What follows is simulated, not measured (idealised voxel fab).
Process module under the name voxel ribs on slabs
cross-section cut | 165 nm wide | cells 5 nm
Throughout this document, each cross-section is represented as a grid of square cells and is presented as a sequence of bands enumerated from the top downward, where a band comprises one or more rows of cells.
Basically the band line says how high the top is and how high the bottom is, in nm, and then what's in it from left to right, every material with its width in nm. Empty space shows up as "empty", and if a single material carries "edge to edge" it runs the full band edge to edge.
Convention: height 0 is the level below which the wafer, as received, is all one material. The lowest band does not terminate at the bottom but continues downward, represented as "0 down".
Width: "30->40" (first number = top row, second number = bottom row, same change from row to row of cells).
When a step is marked "remains unaltered", none of the cells in the cross-section changed during that step.
So "Sealed void inventory" is basically the list of trapped voids: any empty space of 8 cells or more that can't reach the top through an opening. They're written width x height at distance, the distance being from the left edge, and it's all nm.
Post-settings text on a step line: simulator's own remark regarding the step.
Among the settings permitted on a step's line is "overlay nm"; applied to a step with a mask, it specifies the extent to which the mask lay to the right of its planned position, whereas a negative figure signifies a position to the left.

The planned process steps are enumerated hereunder:
1. RECEIVE [material Si]
2. DIRECTIONAL_DEP [material SiO2] [thk nm 30]
3. DIRECTIONAL_DEP [material SiN] [thk nm 15]
4. DIRECTIONAL_DEP [material aC] [thk nm 10]
5. PATTERN [tone cover] [mask id RIB] [material resist] [width nm 25] [thk nm 25] [overlay nm 0]
6. DIRECTIONAL_ETCH [etch materials aC] [depth nm 10]
7. STRIP [etch materials resist]
8. DIRECTIONAL_ETCH [etch materials SiN] [depth nm 10]
9. STRIP [etch materials aC]
10. MASKED_ETCH [tone cover] [mask id SLAB] [width nm 55] [etch materials SiN] [depth nm 5] [overlay nm 0]
11. FILL_DEP [material SiO2] [thk nm 25]
12. CMP [height nm 65]
13. DIRECTIONAL_DEP [material TiN] [thk nm 5]
14. DIRECTIONAL_DEP [material aC] [thk nm 10]
15. PATTERN [tone cover] [mask id HEATER] [material resist] [width nm 35] [thk nm 30] [overlay nm 0]
16. DIRECTIONAL_ETCH [etch materials aC] [depth nm 10]
17. STRIP [etch materials resist]
18. DIRECTIONAL_ETCH [etch materials TiN] [depth nm 5]
19. STRIP [etch materials aC]
20. CONFORMAL_DEP [material SiO2] [thk nm 10]

As-received state of the wafer in cross-section, equivalent to post-step 1:
- 0 down | Si edge to edge
- Sealed void inventory: none

Sectioned view, first of two wafers, at the close of the module, processed as intended in the plan:
- 80 to 75 | empty: 55  SiO2: 55  empty: 55
- 75 to 70 | SiO2 edge to edge
- 70 to 65 | SiO2: 65  TiN: 35  SiO2: 65
- 65 to 45 | SiO2 edge to edge
- 45 to 35 | SiO2: 70  SiN: 25  SiO2: 70
- 35 to 30 | SiO2: 55  SiN: 55  SiO2: 55
- 30 to 0 | SiO2 edge to edge
- 0 down | Si edge to edge
- Sealed void inventory: none

The second wafer, shown in cross-section after the module: started the same way as the first and given the same plan, yet one mistake crept into how it was run:
- 80 to 75 | empty: 55  SiO2: 55  empty: 55
- 75 to 70 | SiO2 edge to edge
- 70 to 65 | SiO2: 65  TiN: 35  SiO2: 65
- 65 to 55 | SiO2 edge to edge
- 55 to 45 | SiO2: 70  SiN: 25  SiO2: 70
- 45 to 40 | SiO2: 55  SiN: 55  SiO2: 55
- 40 to 30 | SiN edge to edge
- 30 to 0 | SiO2 edge to edge
- 0 down | Si edge to edge
- Sealed void inventory: none
Misprocessing identified: step 3 was run on a setting that differed from the plan, and what really ran there is DIRECTIONAL_DEP [material SiN] [thk nm 25]
Looking at both finished wafers in cells, the second ends up ahead of or behind the first on some materials: 66 more of SiN; 66 fewer of SiO2
